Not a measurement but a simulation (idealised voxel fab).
Presented below is a process module, voxel trench capacitor.
FYI the section here is cut, 260 nm wide, cells are 5 nm squares.
Bands, listed from the top down, are how a cross-section gets written in this document; the cross-section itself is a grid of square cells, and a band is one or more rows of them. This entry defines a band. It first specifies the height of the band's top and the height of its bottom in nm, and then specifies the band's materials from left to right, stating each material with its width in nm. The word "throughout" identifies a single material that fills the band from edge to edge, while the word "air" identifies empty space. Height is counted from the level 0, under which the received wafer is composed throughout of one material. The lowest of the bands is not closed at the bottom but continues downward, in the notation "0 nm and below". Note: "30..40" means the width goes from the first number (top row of the band) to the second number (bottom row) in equal steps per row of cells. "no change" -> step changed no cross-section cell. "Enclosed internal cavities" means: voids of 8 cells or more that are shut off from the top with no open way through. Written width x height at distance, distance from the left edge, in nm. Past the settings on a step's line: simulator remark, on that step. "overlay nm", when on a step's line for a step with a mask, measures how far to the right of its planned place the mask lay; a negative measure means to the left.

[Planned step list for the process]
1: RECEIVE with material Si
2: CONFORMAL_DEP with material SiN, thk nm 5
3: DIRECTIONAL_DEP with material aC, thk nm 10
4: PATTERN with tone open, mask id TRENCH, material resist, width nm 20, pitch nm 40, thk nm 30, overlay nm 0
5: DIRECTIONAL_ETCH with etch materials aC, depth nm 10
6: STRIP with etch materials resist
7: DIRECTIONAL_ETCH with etch materials SiN, depth nm 5
8: DIRECTIONAL_ETCH with etch materials Si, depth nm 30
9: STRIP with etch materials aC
10: CONFORMAL_DEP with material Al2O3, thk nm 5
11: FILL_DEP with material polySi, thk nm 10
12: CMP with height nm 5

[As received (post step 1): cross-section]
* 0 nm and below  Si throughout
* Enclosed internal cavities: none

[Cross-section taken at module completion on the first of two wafers; processed per the plan]
* 5 nm to 0 nm  SiN (100)  Al2O3 (5)  polySi (10)  Al2O3 (5)  SiN (20)  Al2O3 (5)  polySi (10)  Al2O3 (5)  SiN (100)
* 0 nm to -25 nm  Si (100)  Al2O3 (5)  polySi (10)  Al2O3 (5)  Si (20)  Al2O3 (5)  polySi (10)  Al2O3 (5)  Si (100)
* -25 nm to -30 nm  Si (100)  Al2O3 (20)  Si (20)  Al2O3 (20)  Si (100)
* -30 nm and below  Si throughout
* Enclosed internal cavities: none

[Wafer two, end of module, cross-section. Same start, same plan as wafer one. One mistake in the run]
* 5 nm to 0 nm  SiN (90)  Al2O3 (5)  polySi (10)  Al2O3 (5)  SiN (20)  Al2O3 (5)  polySi (10)  Al2O3 (5)  SiN (110)
* 0 nm to -25 nm  Si (90)  Al2O3 (5)  polySi (10)  Al2O3 (5)  Si (20)  Al2O3 (5)  polySi (10)  Al2O3 (5)  Si (110)
* -25 nm to -30 nm  Si (90)  Al2O3 (20)  Si (20)  Al2O3 (20)  Si (110)
* -30 nm and below  Si throughout
* Enclosed internal cavities: none
Deviation noted in wafer processing: contrary to plan, step 4 was performed as PATTERN with tone open, mask id TRENCH, material resist, width nm 20, pitch nm 40, thk nm 30, overlay nm -10
If you tally the cells, the second wafer ends up with the same amount of every material as the first; it's all just sitting in different places.
